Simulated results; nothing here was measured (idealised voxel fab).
Herein follows the process module entitled voxel ribs on slabs.
250 nm wide, 5 nm square cells: that's cross-section cut.
Bands, listed from the top down, are how a cross-section gets written in this document; the cross-section itself is a grid of square cells, and a band is one or more rows of them.
Basically the band line says how high the top is and how high the bottom is, in nm, and then what's in it from left to right, every material with its width in nm. Empty space shows up as "empty", and if a single material carries "all across" it runs the full band edge to edge.
Height is counted from the level 0, under which the received wafer is composed throughout of one material. The lowest of the bands is not closed at the bottom but continues downward, in the notation "z 0 and below".
Think of "30..40" as a width that walks from the first number to the second as you go down the band, top row to bottom row, taking equal-sized steps from row to row.
Reading "all unchanged" for a step: not a cell of the cross-section changed in it.
Empty spaces without an open route to the top, at least 8 cells in extent, make up the entry "Closed internal cavities"; each is given as width x height at distance, where the distance is measured from the left edge, and all are in nm.
Note: text after step settings on the step line = simulator remark on that step.
overlay nm: step with mask; distance mask lay right of planned place; negative value = left of planned place.

## These are the steps we planned for the process
1: op RECEIVE | material Si
2: op DIRECTIONAL_DEP | material SiO2 | thk nm 25
3: op DIRECTIONAL_DEP | material SiN | thk nm 15
4: op MASKED_ETCH | tone cover | mask id RIB | width nm 20 | etch materials SiN | depth nm 10 | overlay nm 0
5: op MASKED_ETCH | tone cover | mask id SLAB | width nm 60 | etch materials SiN | depth nm 5 | overlay nm 0
6: op FILL_DEP | material SiO2 | thk nm 20
7: op CMP | height nm 50
8: op DIRECTIONAL_DEP | material TiN | thk nm 5
9: op MASKED_ETCH | tone cover | mask id HEATER | width nm 30 | etch materials TiN | depth nm 5 | overlay nm 0
10: op CONFORMAL_DEP | material SiO2 | thk nm 5

## The first of a set of two wafers, run to plan

## Cross-section of the incoming wafer, state after step 1
- z 0 and below: Si all across
- Closed internal cavities: none

## Upon completion of step 2, the wafer appears in cross-section as shown
- z 25 to 0: SiO2 all across
- Heights below 0 show no change.

## Upon completion of step 3, the wafer appears in cross-section as shown
- z 40 to 25: SiN all across
- Heights below 25 show no change.

## Upon completion of step 4, the wafer appears in cross-section as shown
- z 40 to 30: 115 of empty / 20 of SiN / 115 of empty
- Heights below 30 show no change.

## Upon completion of step 5, the wafer appears in cross-section as shown
- z 40 to 30: 115 of empty / 20 of SiN / 115 of empty
- z 30 to 25: 95 of empty / 60 of SiN / 95 of empty
- Heights below 25 show no change.

## Upon completion of step 6, the wafer appears in cross-section as shown
- z 60 to 40: SiO2 all across
- z 40 to 30: 115 of SiO2 / 20 of SiN / 115 of SiO2
- z 30 to 25: 95 of SiO2 / 60 of SiN / 95 of SiO2
- Heights below 25 show no change.

## Upon completion of step 7, the wafer appears in cross-section as shown
- z 50 to 40: SiO2 all across
- Heights below 40 show no change.

## Upon completion of step 8, the wafer appears in cross-section as shown
- z 55 to 50: TiN all across
- Heights below 50 show no change.

## Upon completion of step 9, the wafer appears in cross-section as shown
- z 55 to 50: 110 of empty / 30 of TiN / 110 of empty
- Heights below 50 show no change.

## Upon completion of step 10, the wafer appears in cross-section as shown
- z 60 to 55: 105 of empty / 40 of SiO2 / 105 of empty
- z 55 to 50: 110 of SiO2 / 30 of TiN / 110 of SiO2
- Heights below 50 show no change.

## It is to be noted that the second wafer proceeded from the same initial state and according to the same plan as the first, although one mistake was committed in its execution; through step 1, inclusive, the two wafers share an identical history

## Cross-section of the second wafer at the time by which step 2 should have been completed according to the plan
- z 15 to 0: SiN all across
- Heights below 0 show no change.

## Cross-section of the second wafer at the time by which step 3 should have been completed according to the plan
- z 40 to 15: SiO2 all across
- Heights below 15 show no change.

Cross-section of the second wafer at the time by which step 4 should have been completed according to the plan: all unchanged

Cross-section of the second wafer at the time by which step 5 should have been completed according to the plan: all unchanged

## Cross-section of the second wafer at the time by which step 6 should have been completed according to the plan
- z 60 to 15: SiO2 all across
- Heights below 15 show no change.

## Cross-section of the second wafer at the time by which step 7 should have been completed according to the plan
- z 50 to 15: SiO2 all across
- Heights below 15 show no change.

## Cross-section of the second wafer at the time by which step 8 should have been completed according to the plan
- z 55 to 50: TiN all across
- Heights below 50 show no change.

## Cross-section of the second wafer at the time by which step 9 should have been completed according to the plan
- z 55 to 50: 110 of empty / 30 of TiN / 110 of empty
- Heights below 50 show no change.

## Cross-section of the second wafer at the time by which step 10 should have been completed according to the plan
- z 60 to 55: 105 of empty / 40 of SiO2 / 105 of empty
- z 55 to 50: 110 of SiO2 / 30 of TiN / 110 of SiO2
- Heights below 50 show no change.
Against the plan, the run slipped here: the processing plan was not followed for steps 2 and 3, which were run with their positions exchanged
Final wafer comparison in cells, second versus first, more or fewer per material: +130 SiN; -130 SiO2
